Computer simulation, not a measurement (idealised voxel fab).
The following process module bears the name voxel local oxidation.
Section shown: cut. Width: 285 nm. Cell size: 5 nm, square.
Cross-section layout: square cells on a grid; listed as bands, top to bottom; a band spans one or more cell rows. Within each band entry, the heights of the top and of the bottom of the band appear first, in that order and in nm; the materials of the band then follow from left to right, each with its corresponding width in nm. The designation "all across" on a single material indicates that it fills the band from edge to edge; the designation "empty" indicates empty space. Height reference: 0 = level under which incoming wafer is all one material. Lowest band: no bottom, runs on downward, e.g. "from 0 down". Width: "30..40" (first number = top row, second number = bottom row, same change from row to row of cells). Step marked "left unchanged"? Then no cell in the cross-section changed in it. If an empty space has no open way to the top and is at least 8 cells in size, "Encapsulated voids" lists it, written width x height at distance, where distance is measured from the left edge and every value is in nm. On a step's line, text after the settings is the simulator commenting on that step. The optional step-line setting "overlay nm" applies to steps with a mask and quantifies how far to the right of its planned location the mask lay, a negative value indicating leftward placement.
-- plan
1,RECEIVE: material Si
2,CONFORMAL_DEP: material SiO2, thk nm 5
3,CONFORMAL_DEP: material SiN, thk nm 10
4,MASKED_ETCH: tone cover, mask id ACTIVE, width nm 110, etch materials SiN, depth nm 10, overlay nm 0
5,SELECTIVE_ETCH: etch materials SiO2, depth nm 5
6,OXIDIZE: depth nm 15
7,STRIP: etch materials SiN
-- The cross-section here shows the wafer as received, i.e. in its state after step 1
> from 0 down | Si all across
> Encapsulated voids: none
-- Cross-section, end of module. Start: as above. Plan: as above. Execution: one mistake
> from 0 to -15 | empty 105 nm / Si 70 nm / empty 110 nm
> from -15 down | Si all across
> Encapsulated voids: none
What was the processing mistake? step 7 ran differently from the plan; actual operation with settings: STRIP: etch materials SiO2
